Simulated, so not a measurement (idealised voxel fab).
The process module that follows is named voxel transistor to metal.
FYI the section here is cut, 190 nm wide, cells are 5 nm squares.
Think of the cross-section as a grid of square cells. We describe it in bands, top to bottom, and each band covers one or more rows of those cells. Basically the band line says how high the top is and how high the bottom is, in nm, and then what's in it from left to right, every material with its width in nm. Empty space shows up as "blank", and if a single material carries "full width" it runs the full band edge to edge. Height reference: 0 = level under which incoming wafer is all one material. Lowest band: no bottom, runs on downward, e.g. "0 and below". A width such as "30->40" changes by the same amount from each row of cells to the next, from the band's top row to its bottom row. What does "no change occurred" mean for a step? It means no cell of the cross-section changed in that step. Under "Trapped void list" you'll find the enclosed gaps, the ones with no way out to the top, that are 8 cells or bigger; each reads width x height at distance, with distance counted from the left edge, everything in nm. Heads up: the bit after the settings on a step's line is the simulator's remark on that step. What "overlay nm" on a step's line means: if the step has a mask, that mask lay this far to the right of its planned place, or, when the value is negative, to the left.

**Process steps - plan**
step 1: RECEIVE with material Si
step 2: OXIDIZE with depth nm 5
step 3: CONFORMAL_DEP with material SiN, thk nm 15
step 4: PATTERN with tone cover, mask id ACTIVE, material resist, width nm 115, thk nm 20, overlay nm 0
step 5: DIRECTIONAL_ETCH with etch materials SiN, depth nm 15
step 6: DIRECTIONAL_ETCH with etch materials SiO2, depth nm 5
step 7: DIRECTIONAL_ETCH with etch materials Si, depth nm 30
step 8: STRIP with etch materials resist
step 9: FILL_DEP with material SiO2, thk nm 10
step 10: CMP with height nm 15
step 11: SELECTIVE_ETCH with etch materials SiO2, depth nm 15
step 12: STRIP with etch materials SiN
step 13: SELECTIVE_ETCH with etch materials SiO2, depth nm 5
step 14: OXIDIZE with depth nm 5
step 15: DIRECTIONAL_DEP with material polySi, thk nm 25
step 16: DIRECTIONAL_DEP with material SiCN, thk nm 10
step 17: MASKED_ETCH with tone cover, mask id GATE, width nm 25, etch materials SiCN, depth nm 20, overlay nm 0
step 18: MASKED_ETCH with tone cover, mask id GATE, width nm 25, etch materials polySi, depth nm 35, overlay nm 0
step 19: CONFORMAL_DEP with material SiO2, thk nm 5
step 20: DIRECTIONAL_ETCH with etch materials SiO2, depth nm 5
step 21: CONFORMAL_DEP with material SiN, thk nm 10
step 22: DIRECTIONAL_ETCH with etch materials SiN, depth nm 10
step 23: DIRECTIONAL_ETCH with etch materials SiO2, depth nm 5
step 24: EPI with material pSi, thk nm 5
step 25: FILL_DEP with material SiO2, thk nm 10
step 26: CMP with height nm 20
step 27: STRIP with etch materials polySi
step 28: SELECTIVE_ETCH with etch materials SiO2, depth nm 5
step 29: CONFORMAL_DEP with material HfO2, thk nm 5
step 30: CONFORMAL_DEP with material TiN, thk nm 5
step 31: FILL_DEP with material W, thk nm 10
step 32: CMP with height nm 15
step 33: DIRECTIONAL_DEP with material SiO2, thk nm 15
step 34: PATTERN with tone open, mask id CONTACT, material resist, width nm 15, pitch nm 80, thk nm 15, overlay nm 0
step 35: DIRECTIONAL_ETCH with etch materials SiO2, depth nm 35
step 36: STRIP with etch materials resist
step 37: CONFORMAL_DEP with material TiN, thk nm 5
step 38: FILL_DEP with material Ru, thk nm 10
step 39: CMP with height nm 30
step 40: DIRECTIONAL_DEP with material TiN, thk nm 5
step 41: DIRECTIONAL_DEP with material W, thk nm 15
step 42: MASKED_ETCH with tone cover, mask id METAL_1, width nm 15, pitch nm 80, etch materials W, depth nm 15, overlay nm 0
step 43: MASKED_ETCH with tone cover, mask id METAL_1, width nm 15, pitch nm 80, etch materials TiN, depth nm 5, overlay nm 0
step 44: CONFORMAL_DEP with material SiCN, thk nm 5
step 45: FILL_DEP with material lowk, thk nm 5
step 46: CMP with height nm 50
step 47: CONFORMAL_DEP with material SiCN, thk nm 5
step 48: DIRECTIONAL_DEP with material SiO2, thk nm 30
step 49: DIRECTIONAL_DEP with material aC, thk nm 15
step 50: PATTERN with tone open, mask id METAL_2, material resist, width nm 15, pitch nm 80, thk nm 30, overlay nm 0
step 51: DIRECTIONAL_ETCH with etch materials aC, depth nm 15
step 52: STRIP with etch materials resist
step 53: DIRECTIONAL_ETCH with etch materials SiO2, depth nm 15
step 54: STRIP with etch materials aC
step 55: PATTERN with tone open, mask id METAL_2_HOLES, material resist, width nm 15, pitch nm 80, thk nm 15, overlay nm 0
step 56: DIRECTIONAL_ETCH with etch materials SiO2, depth nm 15
step 57: DIRECTIONAL_ETCH with etch materials SiCN, depth nm 5
step 58: STRIP with etch materials resist
step 59: CONFORMAL_DEP with material TiN, thk nm 5
step 60: FILL_DEP with material Cu, thk nm 5
step 61: CMP with height nm 85
step 62: CONFORMAL_DEP with material SiN, thk nm 5

**as received, after step 1**
* 0 and below = Si full width
* Trapped void list: none

**The module was run from the start shown above using the plan shown above, but one mistake was made doing it; the resulting wafer cross-section is below**
* 90 down to 85 = SiN full width
* 85 down to 80 = 45 nm SiCN | 15 nm TiN | 65 nm SiCN | 15 nm TiN | 50 nm SiCN
* 80 down to 50 = SiO2 full width
* 50 down to 35 = 40 nm lowk | 5 nm SiCN | 15 nm W | 5 nm SiCN | 55 nm lowk | 5 nm SiCN | 15 nm W | 5 nm SiCN | 45 nm lowk
* 35 down to 30 = 45 nm SiCN | 15 nm TiN | 65 nm SiCN | 15 nm TiN | 50 nm SiCN
* 30 down to 15 = 45 nm SiO2 | 5 nm TiN | 5 nm Ru | 5 nm TiN | 65 nm SiO2 | 5 nm TiN | 5 nm Ru | 5 nm TiN | 50 nm SiO2
* 15 down to 0 = 45 nm SiO2 | 5 nm TiN | 5 nm Ru | 5 nm TiN | 5 nm SiO2 | 10 nm SiN | 5 nm HfO2 | 5 nm TiN | 15 nm W | 5 nm TiN | 5 nm HfO2 | 10 nm SiN | 5 nm SiO2 | 5 nm TiN | 5 nm Ru | 5 nm TiN | 50 nm SiO2
* 0 down to -5 = 45 nm SiO2 | 15 nm TiN | 5 nm SiO2 | 10 nm SiN | 5 nm HfO2 | 25 nm TiN | 5 nm HfO2 | 10 nm SiN | 5 nm SiO2 | 15 nm TiN | 50 nm SiO2
* -5 down to -10 = 30 nm SiO2 | 35 nm pSi | 10 nm SiO2 | 35 nm HfO2 | 10 nm SiO2 | 35 nm pSi | 35 nm SiO2
* -10 down to -35 = 35 nm SiO2 | 115 nm Si | 40 nm SiO2
* -35 and below = Si full width
* Trapped void list: none
Want to know what went wrong? transposition of steps 47 and 48 relative to the planned sequence
